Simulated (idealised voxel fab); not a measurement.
Proc. module: voxel plated lines
Displayed cross-section: cut, width of 290 nm, square cells sized 5 nm.
Heads up, the way a cross-section reads in here is a grid of square cells, handed over as bands from the top down, with every band being one or more rows of cells. The entry gives the band's vertical extent as a top height and a bottom height in nm, then its horizontal make-up as materials from left to right, each with a width in nm. "empty" stands for empty space; a single material marked "everywhere" fills the band edge to edge. For the purposes of this specification, 0 denotes the height below which the wafer in its as-received condition is composed wholly of one material, and the lowermost band, lacking a lower limit, extends downward without end, as expressed in "top 0, no bottom". A width such as "30->40" changes by the same amount from each row of cells to the next, from the band's top row to its bottom row. Basically "remained the same" means that step didn't change any cell in the cross-section. Closed empty spaces (no open way to the top) of 8 cells or more are what "Trapped void list" lists, each as width x height at distance from the left edge, nm for all three. Anything after a step's settings on that line? It's the simulator's own note about the step. The line of a step may include "overlay nm". On a step with a mask, this value is how far to the right of its planned place the mask lay. A negative value means the mask lay to the left.
Process steps foreseen in the plan:
1 RECEIVE | material Si
2 CONFORMAL_DEP | material Al2O3 | thk nm 10
3 DIRECTIONAL_DEP | material TiN | thk nm 5
4 PATTERN | tone open | mask id LINES | material resist | width nm 20 | pitch nm 35 | thk nm 35 | overlay nm 0
5 EPI | material Ru | thk nm 5
6 EPI | material Ru | thk nm 5
7 EPI | material Ru | thk nm 10
8 STRIP | etch materials resist
9 DIRECTIONAL_ETCH | etch materials TiN | depth nm 5
10 CONFORMAL_DEP | material SiCN | thk nm 5
first wafer, as planned:
Incoming wafer, cross-sectional view, post step 1:
  top 0, no bottom | Si everywhere
  Trapped void list: none
Upon completion of step 2, the wafer appears in cross-section as shown:
  top 10, bottom 0 | Al2O3 everywhere
  Under 0: no change, same as before.
Upon completion of step 3, the wafer appears in cross-section as shown:
  top 15, bottom 10 | TiN everywhere
  Under 10: no change, same as before.
Upon completion of step 4, the wafer appears in cross-section as shown:
  top 50, bottom 15 | resist: 80  empty: 20  resist: 15  empty: 20  resist: 15  empty: 20  resist: 15  empty: 20  resist: 85
  Under 15: no change, same as before.
Upon completion of step 5, the wafer appears in cross-section as shown:
  top 50, bottom 20 | resist: 80  empty: 20  resist: 15  empty: 20  resist: 15  empty: 20  resist: 15  empty: 20  resist: 85
  top 20, bottom 15 | resist: 80  Ru: 20  resist: 15  Ru: 20  resist: 15  Ru: 20  resist: 15  Ru: 20  resist: 85
  Under 15: no change, same as before.
Upon completion of step 6, the wafer appears in cross-section as shown:
  top 50, bottom 25 | resist: 80  empty: 20  resist: 15  empty: 20  resist: 15  empty: 20  resist: 15  empty: 20  resist: 85
  top 25, bottom 15 | resist: 80  Ru: 20  resist: 15  Ru: 20  resist: 15  Ru: 20  resist: 15  Ru: 20  resist: 85
  Under 15: no change, same as before.
Upon completion of step 7, the wafer appears in cross-section as shown:
  top 50, bottom 35 | resist: 80  empty: 20  resist: 15  empty: 20  resist: 15  empty: 20  resist: 15  empty: 20  resist: 85
  top 35, bottom 15 | resist: 80  Ru: 20  resist: 15  Ru: 20  resist: 15  Ru: 20  resist: 15  Ru: 20  resist: 85
  Under 15: no change, same as before.
Upon completion of step 8, the wafer appears in cross-section as shown:
  top 35, bottom 15 | empty: 80  Ru: 20  empty: 15  Ru: 20  empty: 15  Ru: 20  empty: 15  Ru: 20  empty: 85
  Under 15: no change, same as before.
Upon completion of step 9, the wafer appears in cross-section as shown:
  top 35, bottom 15 | empty: 80  Ru: 20  empty: 15  Ru: 20  empty: 15  Ru: 20  empty: 15  Ru: 20  empty: 85
  top 15, bottom 10 | empty: 80  TiN: 20  empty: 15  TiN: 20  empty: 15  TiN: 20  empty: 15  TiN: 20  empty: 85
  Under 10: no change, same as before.
Upon completion of step 10, the wafer appears in cross-section as shown:
  top 40, bottom 35 | empty: 75  SiCN: 30  empty: 5  SiCN: 30  empty: 5  SiCN: 30  empty: 5  SiCN: 30  empty: 80
  top 35, bottom 15 | empty: 75  SiCN: 5  Ru: 20  SiCN: 5  empty: 5  SiCN: 5  Ru: 20  SiCN: 5  empty: 5  SiCN: 5  Ru: 20  SiCN: 5  empty: 5  SiCN: 5  Ru: 20  SiCN: 5  empty: 80
  top 15, bottom 10 | SiCN: 80  TiN: 20  SiCN: 15  TiN: 20  SiCN: 15  TiN: 20  SiCN: 15  TiN: 20  SiCN: 85
  Under 10: no change, same as before.
Second of two: same start, same plan, one run error; steps up to and including 3 match the first:
Second wafer, sectioned view, at step 4's planned end time:
  top 50, bottom 15 | resist: 85  empty: 15  resist: 20  empty: 15  resist: 20  empty: 15  resist: 20  empty: 15  resist: 85
  Under 15: no change, same as before.
Second wafer, sectioned view, at step 5's planned end time:
  top 50, bottom 20 | resist: 85  empty: 15  resist: 20  empty: 15  resist: 20  empty: 15  resist: 20  empty: 15  resist: 85
  top 20, bottom 15 | resist: 85  Ru: 15  resist: 20  Ru: 15  resist: 20  Ru: 15  resist: 20  Ru: 15  resist: 85
  Under 15: no change, same as before.
Second wafer, sectioned view, at step 6's planned end time:
  top 50, bottom 25 | resist: 85  empty: 15  resist: 20  empty: 15  resist: 20  empty: 15  resist: 20  empty: 15  resist: 85
  top 25, bottom 15 | resist: 85  Ru: 15  resist: 20  Ru: 15  resist: 20  Ru: 15  resist: 20  Ru: 15  resist: 85
  Under 15: no change, same as before.
Second wafer, sectioned view, at step 7's planned end time:
  top 50, bottom 35 | resist: 85  empty: 15  resist: 20  empty: 15  resist: 20  empty: 15  resist: 20  empty: 15  resist: 85
  top 35, bottom 15 | resist: 85  Ru: 15  resist: 20  Ru: 15  resist: 20  Ru: 15  resist: 20  Ru: 15  resist: 85
  Under 15: no change, same as before.
Second wafer, sectioned view, at step 8's planned end time:
  top 35, bottom 15 | empty: 85  Ru: 15  empty: 20  Ru: 15  empty: 20  Ru: 15  empty: 20  Ru: 15  empty: 85
  Under 15: no change, same as before.
Second wafer, sectioned view, at step 9's planned end time:
  top 35, bottom 15 | empty: 85  Ru: 15  empty: 20  Ru: 15  empty: 20  Ru: 15  empty: 20  Ru: 15  empty: 85
  top 15, bottom 10 | empty: 85  TiN: 15  empty: 20  TiN: 15  empty: 20  TiN: 15  empty: 20  TiN: 15  empty: 85
  Under 10: no change, same as before.
Second wafer, sectioned view, at step 10's planned end time:
  top 40, bottom 35 | empty: 80  SiCN: 25  empty: 10  SiCN: 25  empty: 10  SiCN: 25  empty: 10  SiCN: 25  empty: 80
  top 35, bottom 15 | empty: 80  SiCN: 5  Ru: 15  SiCN: 5  empty: 10  SiCN: 5  Ru: 15  SiCN: 5  empty: 10  SiCN: 5  Ru: 15  SiCN: 5  empty: 10  SiCN: 5  Ru: 15  SiCN: 5  empty: 80
  top 15, bottom 10 | SiCN: 85  TiN: 15  SiCN: 20  TiN: 15  SiCN: 20  TiN: 15  SiCN: 20  TiN: 15  SiCN: 85
  Under 10: no change, same as before.
Finding, execution versus plan: step 4 deviated from plan and actually ran as PATTERN | tone open | mask id LINES | material resist | width nm 15 | pitch nm 35 | thk nm 35 | overlay nm 0
FYI, end of process, the second wafer has more or fewer cells of some materials than the first: 16 fewer of Ru, 4 fewer of TiN
